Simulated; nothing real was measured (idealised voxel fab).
A process module follows: voxel capacitor over wiring.
FYI the section here is cut, 165 nm wide, cells are 5 nm squares.
When this document writes out a cross-section, it uses a grid of square cells and lists it as bands, beginning at the top and moving down, with a band standing for one or more rows of cells.
Within each band entry, the heights of the top and of the bottom of the band appear first, in that order and in nm; the materials of the band then follow from left to right, each with its corresponding width in nm. The designation "edge to edge" on a single material indicates that it fills the band from edge to edge; the designation "blank" indicates empty space.
Height datum 0, below which the as-received substrate wafer is one material. Lowest band open at the bottom, running downward: "from 0 down".
So if you see something like "30 to 40" for the width, read it as the top row of the band sitting at the first number and the bottom row at the second, with every row in between moving by the same amount as the last.
"nothing altered", as given for a step, is the statement that not any cell of the cross-section underwent a change during that step.
Look at "Sealed-off cavities" for the closed voids: empty spaces with no open path to the top, sized 8 cells or up. Each is width x height at distance, distance from the left edge, all nm.
The remark found on a step's line after its settings is issued by the simulator itself and pertains to that step.
The optional step-line setting "overlay nm" applies to steps with a mask and quantifies how far to the right of its planned location the mask lay, a negative value indicating leftward placement.

### The steps planned for the process are as follows
- 1: RECEIVE [material Si]
- 2: CONFORMAL_DEP [material SiO2] [thk nm 10]
- 3: DIRECTIONAL_DEP [material TiN] [thk nm 5]
- 4: DIRECTIONAL_DEP [material W] [thk nm 15]
- 5: MASKED_ETCH [tone cover] [mask id METAL_1] [width nm 25] [pitch nm 75] [etch materials W] [depth nm 15] [overlay nm 0]
- 6: MASKED_ETCH [tone cover] [mask id METAL_1] [width nm 25] [pitch nm 75] [etch materials TiN] [depth nm 5] [overlay nm 0]
- 7: FILL_DEP [material lowk] [thk nm 5]
- 8: CMP [height nm 25]
- 9: CONFORMAL_DEP [material SiCN] [thk nm 5]
- 10: DIRECTIONAL_DEP [material lowk] [thk nm 20]
- 11: PATTERN [tone open] [mask id PLUG_1] [material resist] [width nm 15] [thk nm 15] [overlay nm 0]
- 12: DIRECTIONAL_ETCH [etch materials lowk] [depth nm 20]
- 13: DIRECTIONAL_ETCH [etch materials SiCN] [depth nm 5]
- 14: STRIP [etch materials resist]
- 15: EPI [material Ru] [thk nm 10]
- 16: EPI [material Ru] [thk nm 10]
- 17: EPI [material Ru] [thk nm 5]
- 18: DIRECTIONAL_DEP [material TiN] [thk nm 5]
- 19: DIRECTIONAL_DEP [material HfO2] [thk nm 5]
- 20: DIRECTIONAL_DEP [material TiN] [thk nm 5]
- 21: PATTERN [tone cover] [mask id UPPER_PLATE] [material resist] [width nm 55] [thk nm 15] [overlay nm 0]
- 22: DIRECTIONAL_ETCH [etch materials TiN] [depth nm 5]
- 23: DIRECTIONAL_ETCH [etch materials HfO2] [depth nm 5]
- 24: STRIP [etch materials resist]
- 25: PATTERN [tone cover] [mask id LOWER_PLATE] [material resist] [width nm 65] [thk nm 15] [overlay nm 0]
- 26: DIRECTIONAL_ETCH [etch materials TiN] [depth nm 5]
- 27: STRIP [etch materials resist]
- 28: FILL_DEP [material SiO2] [thk nm 15]
- 29: CMP [height nm 80]
- 30: PATTERN [tone open] [mask id PLUG_2] [material resist] [width nm 15] [thk nm 15] [overlay nm 0]
- 31: DIRECTIONAL_ETCH [etch materials SiO2] [depth nm 10]
- 32: STRIP [etch materials resist]
- 33: CONFORMAL_DEP [material TiN] [thk nm 5]
- 34: FILL_DEP [material Ru] [thk nm 5]
- 35: CMP [height nm 80]
- 36: CONFORMAL_DEP [material SiCN] [thk nm 5]
For clarity, it should be stated that the wafers under discussion commence in an identical condition and differ with respect to the height nm of step 8, the plan indicating the value that the first wafer had.

### Here's the first of the wafers in cross-section, just as we got it, i.e. after step 1
> from 0 down = Si edge to edge
> Sealed-off cavities: none

### First of several wafers in cross-section at module end, following the final step, step 36
> from 85 to 80 = SiCN edge to edge
> from 80 to 75 = 50 SiO2; 5 TiN; 5 Ru; 5 TiN; 100 SiO2
> from 75 to 70 = 50 SiO2; 15 TiN; 100 SiO2
> from 70 to 65 = SiO2 edge to edge
> from 65 to 60 = 40 SiO2; 55 TiN; 70 SiO2
> from 60 to 55 = 40 SiO2; 55 HfO2; 70 SiO2
> from 55 to 50 = 35 SiO2; 65 TiN; 65 SiO2
> from 50 to 30 = 40 lowk; 15 Ru; 110 lowk
> from 30 to 25 = 40 SiCN; 15 Ru; 110 SiCN
> from 25 to 15 = 30 lowk; 25 W; 50 lowk; 25 W; 35 lowk
> from 15 to 10 = 30 lowk; 25 TiN; 50 lowk; 25 TiN; 35 lowk
> from 10 to 0 = SiO2 edge to edge
> from 0 down = Si edge to edge
> Sealed-off cavities: none

### Cross-sectional depiction of the last of several wafers upon completion of the module
> from 85 to 80 = SiCN edge to edge
> from 80 to 70 = 50 SiO2; 15 to 45 TiN; 100 to 70 SiO2
> from 70 to 65 = 55 SiO2; 40 HfO2; 70 SiO2
> from 65 to 60 = 35 SiO2; 5 TiN; 15 SiO2; 45 TiN; 65 SiO2
> from 60 to 50 = 40 lowk; 15 SiO2; 110 lowk
> from 50 to 45 = 40 lowk; 15 TiN; 110 lowk
> from 45 to 40 = 40 lowk; 15 HfO2; 110 lowk
> from 40 to 35 = 40 SiCN; 15 TiN; 110 SiCN
> from 35 to 30 = lowk edge to edge
> from 30 to 15 = 30 lowk; 25 W; 50 lowk; 25 W; 35 lowk
> from 15 to 10 = 30 lowk; 25 TiN; 50 lowk; 25 TiN; 35 lowk
> from 10 to 0 = SiO2 edge to edge
> from 0 down = Si edge to edge
> Sealed-off cavities: none

### Quick key for the table: a row per wafer, taken at the end of the module. For each material it tells you how many cells the wafer gained (+) or lost (-) since it came in, and the closed voids come after
height nm 25; +11 HfO2; +16 Ru; +63 SiCN; +223 SiO2; +39 TiN; +20 W; +189 lowk; Sealed-off cavities: none
height nm 30; +11 HfO2; +16 Ru; +63 SiCN; +190 SiO2; +39 TiN; +30 W; +212 lowk; Sealed-off cavities: none
height nm 35; +11 HfO2; +63 SiCN; +174 SiO2; +38 TiN; +30 W; +245 lowk; Sealed-off cavities: none
